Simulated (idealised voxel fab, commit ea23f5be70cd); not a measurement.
Title: Process Module voxel trench capacitor
Xsec cut, 285 nm wide, square cell size 5 nm.
Square cells in a grid make up a cross-section in this document, and the grid is given as bands, listed from the top down, each one or more rows of cells. Top, bottom (nm), then materials left to right with widths (nm); lone material tagged "edge to edge" fills the whole band edge to edge; "air" = empty space. Note: height 0 marks the level under which the wafer is uniformly one material as received. Lowest band unbounded below, written "0 nm and below". Read "30->40" as a graded width: first number on top, second number at the bottom, same change between each pair of neighbouring rows. Step note "no modifications" = no cross-section cell changed. You'll see "Unvented cavities" listing empty spaces that have no way open to the top, as long as they're 8 cells or more; the notation is width x height at distance, where the distance is from the left edge, and all of it is in nm. Where a step's line continues beyond its settings, the continuation is a remark by the simulator itself on that step. overlay nm: right-of-plan distance of the mask on a masked step; negative values mean left-of-plan.
## The steps planned for the process are as follows
- 1: RECEIVE, material Si
- 2: CONFORMAL_DEP, material SiN, thk nm 10
- 3: PATTERN, tone open, mask id TRENCH, material resist, width nm 20, pitch nm 50, thk nm 15, overlay nm 0
- 4: DIRECTIONAL_ETCH, etch materials SiN, depth nm 10
- 5: DIRECTIONAL_ETCH, etch materials Si, depth nm 35
- 6: STRIP, etch materials resist
- 7: CONFORMAL_DEP, material SiO2, thk nm 5
- 8: FILL_DEP, material polySi, thk nm 5
- 9: CMP, height nm 10
## The first of a set of two wafers, run to plan
## Shown in cross-section is the wafer as received, that is, as it stands after step 1
0 nm and below | Si edge to edge
Unvented cavities: none
## Cross-section through the wafer, step 2 finished
10 nm to 0 nm | SiN edge to edge
Under the height 0 nothing was changed.
## Cross-section through the wafer, step 3 finished
25 nm to 10 nm | 105 resist; 20 air; 30 resist; 20 air; 110 resist
Under the height 10 nothing was changed.
## Cross-section through the wafer, step 4 finished
25 nm to 10 nm | 105 resist; 20 air; 30 resist; 20 air; 110 resist
10 nm to 0 nm | 105 SiN; 20 air; 30 SiN; 20 air; 110 SiN
Under the height 0 nothing was changed.
## Cross-section through the wafer, step 5 finished
25 nm to 10 nm | 105 resist; 20 air; 30 resist; 20 air; 110 resist
10 nm to 0 nm | 105 SiN; 20 air; 30 SiN; 20 air; 110 SiN
0 nm to -35 nm | 105 Si; 20 air; 30 Si; 20 air; 110 Si
Under the height -35 nothing was changed.
## Cross-section through the wafer, step 6 finished
10 nm to 0 nm | 105 SiN; 20 air; 30 SiN; 20 air; 110 SiN
Under the height 0 nothing was changed.
## Cross-section through the wafer, step 7 finished
15 nm to 10 nm | 110 SiO2; 10 air; 40 SiO2; 10 air; 115 SiO2
10 nm to 0 nm | 105 SiN; 5 SiO2; 10 air; 5 SiO2; 30 SiN; 5 SiO2; 10 air; 5 SiO2; 110 SiN
0 nm to -30 nm | 105 Si; 5 SiO2; 10 air; 5 SiO2; 30 Si; 5 SiO2; 10 air; 5 SiO2; 110 Si
-30 nm to -35 nm | 105 Si; 20 SiO2; 30 Si; 20 SiO2; 110 Si
Under the height -35 nothing was changed.
## Cross-section through the wafer, step 8 finished
20 nm to 15 nm | polySi edge to edge
15 nm to 10 nm | 110 SiO2; 10 polySi; 40 SiO2; 10 polySi; 115 SiO2
10 nm to 0 nm | 105 SiN; 5 SiO2; 10 polySi; 5 SiO2; 30 SiN; 5 SiO2; 10 polySi; 5 SiO2; 110 SiN
0 nm to -30 nm | 105 Si; 5 SiO2; 10 polySi; 5 SiO2; 30 Si; 5 SiO2; 10 polySi; 5 SiO2; 110 Si
Under the height -30 nothing was changed.
## Cross-section through the wafer, step 9 finished
10 nm to 0 nm | 105 SiN; 5 SiO2; 10 polySi; 5 SiO2; 30 SiN; 5 SiO2; 10 polySi; 5 SiO2; 110 SiN
Under the height 0 nothing was changed.
## The remaining wafer, second of the two, started like the first and was run to the same plan, except that one mistake was made along the way; the two coincide through step 4, inclusive
## Cross-sectional view of the second wafer at the intended end time of process step 5
10 nm to 0 nm | 105 SiN; 20 air; 30 SiN; 20 air; 110 SiN
Under the height 0 nothing was changed.
## Cross-sectional view of the second wafer at the intended end time of process step 6
10 nm to 0 nm | 105 SiN; 20 air; 30 SiN; 20 air; 110 SiN
0 nm to -35 nm | 105 Si; 20 air; 30 Si; 20 air; 110 Si
Under the height -35 nothing was changed.
## Cross-sectional view of the second wafer at the intended end time of process step 7
15 nm to 10 nm | 110 SiO2; 10 air; 40 SiO2; 10 air; 115 SiO2
10 nm to 0 nm | 105 SiN; 5 SiO2; 10 air; 5 SiO2; 30 SiN; 5 SiO2; 10 air; 5 SiO2; 110 SiN
0 nm to -30 nm | 105 Si; 5 SiO2; 10 air; 5 SiO2; 30 Si; 5 SiO2; 10 air; 5 SiO2; 110 Si
-30 nm to -35 nm | 105 Si; 20 SiO2; 30 Si; 20 SiO2; 110 Si
Under the height -35 nothing was changed.
## Cross-sectional view of the second wafer at the intended end time of process step 8
20 nm to 15 nm | polySi edge to edge
15 nm to 10 nm | 110 SiO2; 10 polySi; 40 SiO2; 10 polySi; 115 SiO2
10 nm to 0 nm | 105 SiN; 5 SiO2; 10 polySi; 5 SiO2; 30 SiN; 5 SiO2; 10 polySi; 5 SiO2; 110 SiN
0 nm to -30 nm | 105 Si; 5 SiO2; 10 polySi; 5 SiO2; 30 Si; 5 SiO2; 10 polySi; 5 SiO2; 110 Si
Under the height -30 nothing was changed.
## Cross-sectional view of the second wafer at the intended end time of process step 9
10 nm to 0 nm | 105 SiN; 5 SiO2; 10 polySi; 5 SiO2; 30 SiN; 5 SiO2; 10 polySi; 5 SiO2; 110 SiN
Under the height 0 nothing was changed.
Error vs. plan: contrary to the plan, steps 5 and 6 were processed in exchanged order
The mistake has no effect on what this model computes, because the two wafers end with the same cross-section.
